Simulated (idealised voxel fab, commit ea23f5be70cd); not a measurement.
The following process module bears the name voxel gate over fins.
The figure presents cross-section cut, which has a width of 255 nm and is divided into square cells with an edge length of 5 nm.
Cross-section layout: square cells on a grid; listed as bands, top to bottom; a band spans one or more cell rows.
Each band's line starts with the height of the band's top and of its bottom, in nm. Then come its materials from left to right, each with its width in nm. One material with "all across" fills the band from edge to edge. "empty" is empty space.
Below 0: as-received wafer, all one material; heights counted from there. Lowest band: no bottom, goes on down, written "0..down".
The expression "30..40" gives the width at the extremes of the band, the first number at its top row of cells and the second at its bottom row, with the width changing by equal amounts from each row to the next in between.
Any step labelled "no modification" changed none of the cells in the cross-section.
"Closed void listing": empty spaces of 8 cells or more with no open way to the top, each given as width x height at distance, distance from the left edge, all in nm.
Post-settings text on a step line: simulator's own remark regarding the step.
On any step carrying a mask, the "overlay nm" setting, if present on the step's line, tells how far right of its planned place the mask lay; negative values point to the left.

-- Here's what the planned process steps look like
- 1: RECEIVE with material Si
- 2: CONFORMAL_DEP with material SiN, thk nm 5
- 3: DIRECTIONAL_DEP with material aC, thk nm 10
- 4: PATTERN with tone cover, mask id FINS, material resist, width nm 15, pitch nm 50, thk nm 25, overlay nm 0
- 5: DIRECTIONAL_ETCH with etch materials aC, depth nm 10
- 6: STRIP with etch materials resist
- 7: DIRECTIONAL_ETCH with etch materials SiN, depth nm 5
- 8: DIRECTIONAL_ETCH with etch materials Si, depth nm 30
- 9: STRIP with etch materials aC
- 10: FILL_DEP with material SiO2, thk nm 15
- 11: CMP with height nm 5
- 12: MASKED_ETCH with tone open, mask id RAIL, width nm 15, etch materials SiO2, depth nm 30, overlay nm 0
- 13: CONFORMAL_DEP with material TiN, thk nm 5
- 14: FILL_DEP with material W, thk nm 10
- 15: CMP with height nm 5
- 16: SELECTIVE_ETCH with etch materials W Ru TiN, depth nm 25
- 17: FILL_DEP with material SiO2, thk nm 5
- 18: CMP with height nm 5
- 19: SELECTIVE_ETCH with etch materials SiO2, depth nm 15
- 20: STRIP with etch materials SiN
- 21: CONFORMAL_DEP with material HfO2, thk nm 5
- 22: CONFORMAL_DEP with material TiN, thk nm 5
- 23: CONFORMAL_DEP with material TiAl, thk nm 5
- 24: CONFORMAL_DEP with material TiN, thk nm 5
- 25: FILL_DEP with material W, thk nm 15
- 26: CMP with height nm 30
- 27: CONFORMAL_DEP with material SiN, thk nm 5

-- Cross-section: wafer on arrival = after step 1
    0..down: Si all across
    Closed void listing: none

-- Here's the cross-section of the first of our two wafers at the end of the module - it ran as planned
    35..30: SiN all across
    30..20: W all across
    20..15: 50 W | 155 TiN | 50 W
    15..10: 50 W | 5 TiN | 45 TiAl | 5 TiN | 45 TiAl | 5 TiN | 45 TiAl | 5 TiN | 50 W
    10..5: 55 TiN | 5 TiAl | 35 TiN | 5 TiAl | 5 TiN | 5 TiAl | 35 TiN | 5 TiAl | 5 TiN | 5 TiAl | 35 TiN | 5 TiAl | 55 TiN
    5..0: 60 TiAl | 5 TiN | 25 HfO2 | 5 TiN | 15 TiAl | 5 TiN | 25 HfO2 | 5 TiN | 15 TiAl | 5 TiN | 25 HfO2 | 5 TiN | 60 TiAl
    0..-5: 65 TiN | 5 HfO2 | 15 Si | 5 HfO2 | 25 TiN | 5 HfO2 | 15 Si | 5 HfO2 | 25 TiN | 5 HfO2 | 15 Si | 5 HfO2 | 65 TiN
    -5..-10: 70 HfO2 | 15 Si | 35 HfO2 | 15 Si | 35 HfO2 | 15 Si | 70 HfO2
    -10..-20: 70 SiO2 | 15 Si | 35 SiO2 | 15 Si | 35 SiO2 | 15 Si | 70 SiO2
    -20..-25: 70 SiO2 | 15 Si | 10 SiO2 | 15 TiN | 10 SiO2 | 15 Si | 35 SiO2 | 15 Si | 70 SiO2
    -25..-30: 70 SiO2 | 15 Si | 35 SiO2 | 15 Si | 35 SiO2 | 15 Si | 70 SiO2
    -30..down: Si all across
    Closed void listing: none

-- Second wafer through the module, sectioned at the end: same beginning and same plan as the first wafer, with one mistake in carrying it out
    35..30: SiN all across
    30..20: W all across
    20..15: 50 W | 155 TiN | 50 W
    15..10: 50 W | 5 TiN | 45 TiAl | 5 TiN | 45 TiAl | 5 TiN | 45 TiAl | 5 TiN | 50 W
    10..5: 55 TiN | 5 TiAl | 35 TiN | 5 TiAl | 5 TiN | 5 TiAl | 35 TiN | 5 TiAl | 5 TiN | 5 TiAl | 35 TiN | 5 TiAl | 55 TiN
    5..0: 60 TiAl | 5 TiN | 25 HfO2 | 5 TiN | 15 TiAl | 5 TiN | 25 HfO2 | 5 TiN | 15 TiAl | 5 TiN | 25 HfO2 | 5 TiN | 60 TiAl
    0..-5: 65 TiN | 5 HfO2 | 15 Si | 5 HfO2 | 25 TiN | 5 HfO2 | 15 Si | 5 HfO2 | 25 TiN | 5 HfO2 | 15 Si | 5 HfO2 | 65 TiN
    -5..-10: 70 HfO2 | 15 Si | 35 HfO2 | 15 Si | 35 HfO2 | 15 Si | 70 HfO2
    -10..-20: 70 SiO2 | 15 Si | 35 SiO2 | 15 Si | 35 SiO2 | 15 Si | 70 SiO2
    -20..-25: 70 TiN | 15 Si | 10 TiN | 15 SiO2 | 10 TiN | 15 Si | 35 TiN | 15 Si | 70 TiN
    -25..-30: 70 SiO2 | 15 Si | 35 SiO2 | 15 Si | 35 SiO2 | 15 Si | 70 SiO2
    -30..down: Si all across
    Closed void listing: none
Deviation from plan: it should be noted that step 12 was executed with settings other than those planned, the operation and settings actually applied being MASKED_ETCH with tone cover, mask id RAIL, width nm 15, etch materials SiO2, depth nm 30, overlay nm 0
Upon completion, the second wafer contains, in terms of cells, a greater or smaller amount of certain materials than the first wafer: SiO2: 36 fewer; TiN: 36 more
